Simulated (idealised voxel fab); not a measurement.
Title: Process Module voxel wiring stack
The cross-section shown here is cut; it is 245 nm wide and divided into square cells measuring 5 nm on a side.
A cross-section in this document is a grid of square cells, and it is written down as bands, the top band listed before the ones below it; a band is made up of one or more rows of cells. This entry defines a band. It first specifies the height of the band's top and the height of its bottom in nm, and then specifies the band's materials from left to right, stating each material with its width in nm. The word "all across" identifies a single material that fills the band from edge to edge, while the word "blank" identifies empty space. Beneath 0, the wafer as received is one material, and that level is where height counting begins. The lowest band goes on downward without a bottom; it is written like "0 nm and below". So if you see something like "30..40" for the width, read it as the top row of the band sitting at the first number and the bottom row at the second, with every row in between moving by the same amount as the last. Key: "remained the same" - step with no changed cell in the cross-section. "Closed internal voids" contains a list of empty spaces, each no smaller than 8 cells and without an open way to the top, written in the form width x height at distance with the distance from the left edge and all three in nm. Past the settings on a step's line: simulator remark, on that step. Among the settings permitted on a step's line is "overlay nm"; applied to a step with a mask, it specifies the extent to which the mask lay to the right of its planned position, whereas a negative figure signifies a position to the left.
# Intended process steps
- 1: RECEIVE: material Si
- 2: CONFORMAL_DEP: material SiO2, thk nm 15
- 3: DIRECTIONAL_DEP: material TiN, thk nm 5
- 4: DIRECTIONAL_DEP: material W, thk nm 25
- 5: MASKED_ETCH: tone cover, mask id METAL_1, width nm 25, pitch nm 50, etch materials W, depth nm 25, overlay nm 0
- 6: MASKED_ETCH: tone cover, mask id METAL_1, width nm 25, pitch nm 50, etch materials TiN, depth nm 5, overlay nm 0
- 7: CONFORMAL_DEP: material SiN, thk nm 5
- 8: FILL_DEP: material SiO2, thk nm 5
- 9: CMP: height nm 45
- 10: CONFORMAL_DEP: material SiCN, thk nm 5
- 11: DIRECTIONAL_DEP: material lowk, thk nm 15
- 12: DIRECTIONAL_DEP: material aC, thk nm 15
- 13: PATTERN: tone open, mask id PLUG_1, material resist, width nm 15, thk nm 35, overlay nm 0
- 14: DIRECTIONAL_ETCH: etch materials aC, depth nm 15
- 15: STRIP: etch materials resist
- 16: DIRECTIONAL_ETCH: etch materials lowk, depth nm 15
- 17: DIRECTIONAL_ETCH: etch materials SiCN, depth nm 5
- 18: STRIP: etch materials aC
- 19: EPI: material Ru, thk nm 10
- 20: EPI: material Ru, thk nm 10
- 21: DIRECTIONAL_DEP: material TiN, thk nm 5
- 22: DIRECTIONAL_DEP: material W, thk nm 20
- 23: PATTERN: tone cover, mask id METAL_2, material resist, width nm 25, pitch nm 50, thk nm 15, overlay nm 0
- 24: DIRECTIONAL_ETCH: etch materials W, depth nm 20
- 25: DIRECTIONAL_ETCH: etch materials TiN, depth nm 5
- 26: STRIP: etch materials resist
- 27: CONFORMAL_DEP: material SiCN, thk nm 5
- 28: FILL_DEP: material SiO2, thk nm 5
- 29: CMP: height nm 90
- 30: CONFORMAL_DEP: material SiCN, thk nm 5
- 31: DIRECTIONAL_DEP: material lowk, thk nm 30
- 32: MASKED_ETCH: tone open, mask id METAL_3, width nm 25, pitch nm 50, etch materials lowk, depth nm 15, overlay nm 0
- 33: PATTERN: tone open, mask id METAL_3_HOLES, material resist, width nm 15, thk nm 15, overlay nm 0
- 34: DIRECTIONAL_ETCH: etch materials lowk, depth nm 15
- 35: DIRECTIONAL_ETCH: etch materials SiCN, depth nm 5
- 36: STRIP: etch materials resist
- 37: CONFORMAL_DEP: material TiN, thk nm 5
- 38: FILL_DEP: material Cu, thk nm 10
- 39: CMP: height nm 125
- 40: CONFORMAL_DEP: material SiCN, thk nm 5
# Cross-section, incoming material, after step 1
> 0 nm and below  Si all across
> Closed internal voids: none
# Here's the wafer cut in cross-section after the module, started and planned just like above, except one thing was done wrong in the run
> 130 nm to 125 nm  SiCN all across
> 125 nm to 95 nm  lowk all across
> 95 nm to 90 nm  SiCN all across
> 90 nm to 70 nm  80 SiO2 / 5 SiCN / 25 W / 5 SiCN / 15 SiO2 / 5 SiCN / 25 W / 5 SiCN / 80 SiO2
> 70 nm to 65 nm  85 SiCN / 25 TiN / 25 SiCN / 25 TiN / 85 SiCN
> 65 nm to 50 nm  85 lowk / 15 Ru / 145 lowk
> 50 nm to 45 nm  85 SiCN / 15 Ru / 145 SiCN
> 45 nm to 20 nm  80 SiO2 / 5 SiN / 25 W / 5 SiN / 15 SiO2 / 5 SiN / 25 W / 5 SiN / 80 SiO2
> 20 nm to 15 nm  85 SiN / 25 TiN / 25 SiN / 25 TiN / 85 SiN
> 15 nm to 0 nm  SiO2 all across
> 0 nm and below  Si all across
> Closed internal voids: none
Heads up, the wafer didn't run the way we planned it: execution of plan step 31 occurred twice
